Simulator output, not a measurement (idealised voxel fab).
Process module heading - voxel transistor to metal
Xsec cut, 160 nm wide, square cell size 5 nm.
Reading order for cross-sections: top band down to bottom band. Underlying form: a grid of square cells. Band size: one or more rows of cells.
Band entry format. Leading values: height of top, height of bottom, nm. Remainder: materials in left-to-right order, each with its width in nm. Special words: "all across" on a single material, which then fills the band edge to edge; "blank", empty space.
Height is counted from the level 0, under which the received wafer is composed throughout of one material. The lowest of the bands is not closed at the bottom but continues downward, in the notation "z 0 and below".
With a width like "30->40", each row of cells in the band differs from the next by the same amount, the top row carrying the first number and the bottom row the second.
"changes: none" (step): cross-section cells unchanged, all of them.
For the entry "Closed void roster", the listed items are empty spaces with no open way to the top whose size is 8 cells or more; each item follows the pattern width x height at distance, where distance is from the left edge and all three are in nm.
Whatever follows a step's settings on its line is a remark the simulator itself makes about that step.
Regarding "overlay nm": on a step with a mask, it is the distance the mask lay to the right of its planned place; a negative value places it to the left.
The planned process steps are enumerated hereunder:
1: RECEIVE, material Si
2: OXIDIZE, depth nm 5
3: CONFORMAL_DEP, material SiN, thk nm 10
4: MASKED_ETCH, tone cover, mask id ACTIVE, width nm 110, etch materials SiN, depth nm 10, overlay nm 0
5: MASKED_ETCH, tone cover, mask id ACTIVE, width nm 110, etch materials SiO2, depth nm 5, overlay nm 0
6: MASKED_ETCH, tone cover, mask id ACTIVE, width nm 110, etch materials Si, depth nm 25, overlay nm 0
7: FILL_DEP, material SiO2, thk nm 5
8: CMP, height nm 10
9: SELECTIVE_ETCH, etch materials SiO2, depth nm 5
10: STRIP, etch materials SiN
11: SELECTIVE_ETCH, etch materials SiO2, depth nm 5
12: OXIDIZE, depth nm 5
13: DIRECTIONAL_DEP, material polySi, thk nm 20
14: DIRECTIONAL_DEP, material SiCN, thk nm 15
15: PATTERN, tone cover, mask id GATE, material resist, width nm 30, thk nm 15, overlay nm 0
16: DIRECTIONAL_ETCH, etch materials SiCN, depth nm 25
17: DIRECTIONAL_ETCH, etch materials polySi, depth nm 30
18: STRIP, etch materials resist
19: CONFORMAL_DEP, material SiO2, thk nm 5
20: DIRECTIONAL_ETCH, etch materials SiO2, depth nm 5
21: CONFORMAL_DEP, material SiN, thk nm 10
22: DIRECTIONAL_ETCH, etch materials SiN, depth nm 10
23: DIRECTIONAL_ETCH, etch materials SiO2, depth nm 5
24: EPI, material nSi, thk nm 5
25: FILL_DEP, material SiO2, thk nm 5
26: CMP, height nm 15
27: STRIP, etch materials polySi
28: SELECTIVE_ETCH, etch materials SiO2, depth nm 5
29: CONFORMAL_DEP, material HfO2, thk nm 5
30: CONFORMAL_DEP, material TiN, thk nm 5
31: FILL_DEP, material W, thk nm 5
32: CMP, height nm 10
33: DIRECTIONAL_DEP, material SiO2, thk nm 10
34: MASKED_ETCH, tone open, mask id CONTACT, width nm 20, pitch nm 80, etch materials SiO2, depth nm 25, overlay nm 0
35: CONFORMAL_DEP, material TiN, thk nm 5
36: FILL_DEP, material W, thk nm 10
37: CMP, height nm 20
38: DIRECTIONAL_DEP, material TiN, thk nm 5
39: DIRECTIONAL_DEP, material W, thk nm 25
40: MASKED_ETCH, tone cover, mask id METAL_1, width nm 20, pitch nm 80, etch materials W, depth nm 25, overlay nm 0
41: MASKED_ETCH, tone cover, mask id METAL_1, width nm 20, pitch nm 80, etch materials TiN, depth nm 5, overlay nm 0
42: CONFORMAL_DEP, material SiCN, thk nm 5
43: FILL_DEP, material lowk, thk nm 10
44: CMP, height nm 50
45: CONFORMAL_DEP, material SiCN, thk nm 5
As received (post step 1): cross-section:
- z 0 and below: Si all across
- Closed void roster: none
What the wafer looks like in cross-section after this module, when it starts as shown above and follows the plan above but one mistake is made in running it:
- z 55 to 50: SiCN all across
- z 50 to 25: lowk 25, then SiCN 5, then W 20, then SiCN 5, then lowk 50, then SiCN 5, then W 20, then SiCN 5, then lowk 25
- z 25 to 20: SiCN 30, then TiN 20, then SiCN 60, then TiN 20, then SiCN 30
- z 20 to 15: SiO2 30, then TiN 5, then W 10, then TiN 5, then SiO2 60, then TiN 5, then W 10, then TiN 5, then SiO2 30
- z 15 to 10: SiO2 30, then TiN 20, then SiO2 60, then TiN 20, then SiO2 30
- z 10 to 5: W 60, then TiN 5, then HfO2 5, then SiN 20, then HfO2 5, then TiN 5, then W 60
- z 5 to 0: TiN 25, then W 35, then TiN 5, then HfO2 5, then SiN 20, then HfO2 5, then TiN 5, then W 35, then TiN 25
- z 0 to -5: HfO2 20, then TiN 45, then HfO2 5, then SiN 20, then HfO2 5, then TiN 45, then HfO2 20
- z -5 to -10: SiO2 15, then HfO2 55, then SiO2 20, then HfO2 55, then SiO2 15
- z -10 to -30: SiO2 25, then Si 110, then SiO2 25
- z -30 and below: Si all across
- Closed void roster: none
Which mistake was made when the wafer was run? heads up, step 15 didn't go per plan, it actually ran as PATTERN, tone open, mask id GATE, material resist, width nm 30, thk nm 15, overlay nm 0
